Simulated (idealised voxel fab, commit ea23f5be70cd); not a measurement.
This section sets out a process module, namely voxel spacer lines.
The cross-section shown here is cut; it is 245 nm wide and divided into square cells measuring 5 nm on a side.
Cross-section format: a grid of square cells, given as bands from top to bottom; each band is one or more rows of cells.
It is stipulated that each band's entry specify, in nanometres, the height of the top of the band and then that of its bottom, followed by the materials of the band in left-to-right sequence, each together with its width in nanometres. A single material marked by the word "everywhere" is understood to fill the band from edge to edge; the word "empty" is understood to denote empty space.
Height 0 is the level under which the wafer as received is all one material. The lowest band goes on downwards, as in "top 0, no bottom".
Width spec "30..40" -> top row of cells at first value, bottom row at second value, equal per-row change in between.
"left unchanged" for a step: no cell of the cross-section changed in that step.
Voids not open to the top, 8 cells minimum: see "Closed void table". Written width x height at distance; distance is from the left edge; nm.
Step line, after settings: the simulator's comment on this step.
"overlay nm", when on a step's line for a step with a mask, measures how far to the right of its planned place the mask lay; a negative measure means to the left.

**The steps planned for the process are as follows**
1. RECEIVE with material Si
2. CONFORMAL_DEP with material Al2O3, thk nm 5
3. DIRECTIONAL_DEP with material W, thk nm 20
4. DIRECTIONAL_DEP with material aC, thk nm 25
5. PATTERN with tone cover, mask id MANDREL, material resist, width nm 25, pitch nm 70, thk nm 30, overlay nm 0
6. DIRECTIONAL_ETCH with etch materials aC, depth nm 25
7. STRIP with etch materials resist
8. CONFORMAL_DEP with material SiO2, thk nm 10
9. DIRECTIONAL_ETCH with etch materials SiO2, depth nm 10
10. STRIP with etch materials aC
11. DIRECTIONAL_ETCH with etch materials W, depth nm 20
12. STRIP with etch materials SiO2

**Delivered wafer in cross-section: state after step 1**
- top 0, no bottom: Si everywhere
- Closed void table: none

**This is how the wafer looks in cross-section once the module is done, given the starting state and plan above and one mistake in carrying the plan out**
- top 25, bottom 5: 55 of empty  10 of W  25 of empty  10 of W  25 of empty  10 of W  25 of empty  10 of W  75 of empty
- top 5, bottom 0: Al2O3 everywhere
- top 0, no bottom: Si everywhere
- Closed void table: none
Diagnosis: heads up, step 5 didn't go per plan, it actually ran as PATTERN with tone cover, mask id MANDREL, material resist, width nm 25, pitch nm 70, thk nm 30, overlay nm -10
